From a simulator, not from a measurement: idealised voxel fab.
The following is a process module called voxel trench capacitor.
Cross-section cut spans 245 nm and uses square cells 5 nm in size.
Cross-section format: a grid of square cells, given as bands from top to bottom; each band is one or more rows of cells.
Each band's line starts with the height of the band's top and of its bottom, in nm. Then come its materials from left to right, each with its width in nm. One material with "all across" fills the band from edge to edge. "blank" is empty space.
Heads up on the height convention: 0 is the point under which the incoming wafer is all one material, and the lowest band has no bottom, it just keeps going down, like "0 nm and below".
The notation "30..40" denotes a width that varies across the rows of cells in the band, beginning at the first number in the top row, finishing at the second number in the bottom row, and changing by an identical amount from each row to the next.
Reading "changes: none" for a step: not a cell of the cross-section changed in it.
"Fully enclosed voids" lists enclosed empty spaces (at least 8 cells, no open path upward to the top), each as width x height at distance from the left edge, in nm.
Past the settings on a step's line: simulator remark, on that step.
Among the settings permitted on a step's line is "overlay nm"; applied to a step with a mask, it specifies the extent to which the mask lay to the right of its planned position, whereas a negative figure signifies a position to the left.
### Listed below are the process steps as planned
step 1: RECEIVE [material Si]
step 2: CONFORMAL_DEP [material SiN] [thk nm 5]
step 3: PATTERN [tone open] [mask id TRENCH] [material resist] [width nm 25] [pitch nm 50] [thk nm 15] [overlay nm 0]
step 4: DIRECTIONAL_ETCH [etch materials SiN] [depth nm 5]
step 5: DIRECTIONAL_ETCH [etch materials Si] [depth nm 40]
step 6: STRIP [etch materials resist]
step 7: CONFORMAL_DEP [material Al2O3] [thk nm 5]
step 8: CONFORMAL_DEP [material TiN] [thk nm 5]
step 9: FILL_DEP [material W] [thk nm 10]
step 10: CMP [height nm 5]
### As received (post step 1): cross-section
    0 nm and below = Si all across
    Fully enclosed voids: none
### Here's the wafer cut in cross-section after the module, started and planned just like above, except one thing was done wrong in the run
    5 nm to 0 nm = 85 of SiN, then 10 of TiN, then 5 of W, then 10 of TiN, then 25 of SiN, then 10 of TiN, then 5 of W, then 10 of TiN, then 85 of SiN
    0 nm to -30 nm = 85 of Si, then 10 of TiN, then 5 of W, then 10 of TiN, then 25 of Si, then 10 of TiN, then 5 of W, then 10 of TiN, then 85 of Si
    -30 nm to -40 nm = 85 of Si, then 25 of TiN, then 25 of Si, then 25 of TiN, then 85 of Si
    -40 nm and below = Si all across
    Fully enclosed voids: none
Processing error: step 7 was processed under conditions differing from the plan, specifically as CONFORMAL_DEP [material TiN] [thk nm 5]
